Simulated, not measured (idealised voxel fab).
Title: Process Module voxel capacitor over wiring
Section shown: cut. Width: 240 nm. Cell size: 5 nm, square.
Throughout this document, each cross-section is represented as a grid of square cells and is presented as a sequence of bands enumerated from the top downward, where a band comprises one or more rows of cells.
Within each band entry, the heights of the top and of the bottom of the band appear first, in that order and in nm; the materials of the band then follow from left to right, each with its corresponding width in nm. The designation "all across" on a single material indicates that it fills the band from edge to edge; the designation "empty" indicates empty space.
Height datum 0, below which the as-received substrate wafer is one material. Lowest band open at the bottom, running downward: "from 0 down".
With a width like "30..40", each row of cells in the band differs from the next by the same amount, the top row carrying the first number and the bottom row the second.
Where the words "no change" appear for a step, the cross-section shows no cell changed by that step; every cell remained as before.
The entry "Closed internal voids" lists the empty spaces that cover at least 8 cells and have no open path to the top. Each is written as width x height at distance, where the distance is measured from the left edge and all three values are in nm.
Read whatever lies past the settings on a step's line as the simulator's own remark about the step.
What "overlay nm" on a step's line means: if the step has a mask, that mask lay this far to the right of its planned place, or, when the value is negative, to the left.

PLANNED PROCESS STEPS
- 1: RECEIVE | material Si
- 2: CONFORMAL_DEP | material SiO2 | thk nm 15
- 3: CONFORMAL_DEP | material SiCN | thk nm 5
- 4: DIRECTIONAL_DEP | material lowk | thk nm 15
- 5: PATTERN | tone open | mask id METAL_1 | material resist | width nm 20 | pitch nm 70 | thk nm 20 | overlay nm 0
- 6: DIRECTIONAL_ETCH | etch materials lowk | depth nm 15
- 7: DIRECTIONAL_ETCH | etch materials SiCN | depth nm 5
- 8: STRIP | etch materials resist
- 9: CONFORMAL_DEP | material TiN | thk nm 5
- 10: FILL_DEP | material Cu | thk nm 10
- 11: CMP | height nm 35
- 12: CONFORMAL_DEP | material SiCN | thk nm 5
- 13: DIRECTIONAL_DEP | material lowk | thk nm 15
- 14: MASKED_ETCH | tone open | mask id PLUG_1 | width nm 15 | etch materials lowk | depth nm 15 | overlay nm 0
- 15: MASKED_ETCH | tone open | mask id PLUG_1 | width nm 15 | etch materials SiCN | depth nm 5 | overlay nm 0
- 16: CONFORMAL_DEP | material TiN | thk nm 5
- 17: FILL_DEP | material Cu | thk nm 10
- 18: CMP | height nm 55
- 19: DIRECTIONAL_DEP | material TiN | thk nm 5
- 20: DIRECTIONAL_DEP | material HfO2 | thk nm 5
- 21: DIRECTIONAL_DEP | material TiN | thk nm 5
- 22: PATTERN | tone cover | mask id UPPER_PLATE | material resist | width nm 55 | thk nm 15 | overlay nm 0
- 23: DIRECTIONAL_ETCH | etch materials TiN | depth nm 5
- 24: DIRECTIONAL_ETCH | etch materials HfO2 | depth nm 5
- 25: STRIP | etch materials resist
- 26: DIRECTIONAL_DEP | material aC | thk nm 15
- 27: PATTERN | tone cover | mask id LOWER_PLATE | material resist | width nm 65 | thk nm 30 | overlay nm 0
- 28: DIRECTIONAL_ETCH | etch materials aC | depth nm 15
- 29: STRIP | etch materials resist
- 30: DIRECTIONAL_ETCH | etch materials TiN | depth nm 5
- 31: STRIP | etch materials aC
- 32: FILL_DEP | material SiO2 | thk nm 15
- 33: CMP | height nm 80
- 34: MASKED_ETCH | tone open | mask id PLUG_2 | width nm 15 | etch materials SiO2 | depth nm 10 | overlay nm 0
- 35: CONFORMAL_DEP | material TiN | thk nm 5
- 36: FILL_DEP | material Ru | thk nm 10
- 37: CMP | height nm 80
- 38: CONFORMAL_DEP | material SiN | thk nm 5

CROSS-SECTION OF THE WAFER AS IT CAME TO US, I.E., ALREADY THROUGH STEP 1
from 0 down: Si all across
Closed internal voids: none

STARTING STRUCTURE AND PROCESS PLAN ARE AS SHOWN ABOVE, BUT ONE MISTAKE WAS MADE IN RUNNING THE MODULE; THE WAFER CROSS-SECTION AT THE END OF THE MODULE FOLLOWS
from 85 to 80: SiN all across
from 80 to 75: SiO2 90 / TiN 5 / Ru 5 / TiN 5 / SiO2 135
from 75 to 65: SiO2 90..80 / TiN 15..55 / SiO2 135..105
from 65 to 60: SiO2 80 / HfO2 55 / SiO2 105
from 60 to 55: SiO2 75 / TiN 65 / SiO2 100
from 55 to 40: lowk 80 / TiN 5 / Cu 5 / TiN 5 / lowk 145
from 40 to 35: SiCN 80 / TiN 15 / SiCN 145
from 35 to 30: SiCN 75 / TiN 20 / SiCN 50 / TiN 20 / SiCN 75
from 30 to 0: SiO2 all across
from 0 down: Si all across
Closed internal voids: none
what went wrong: step 2, plan: ran twice
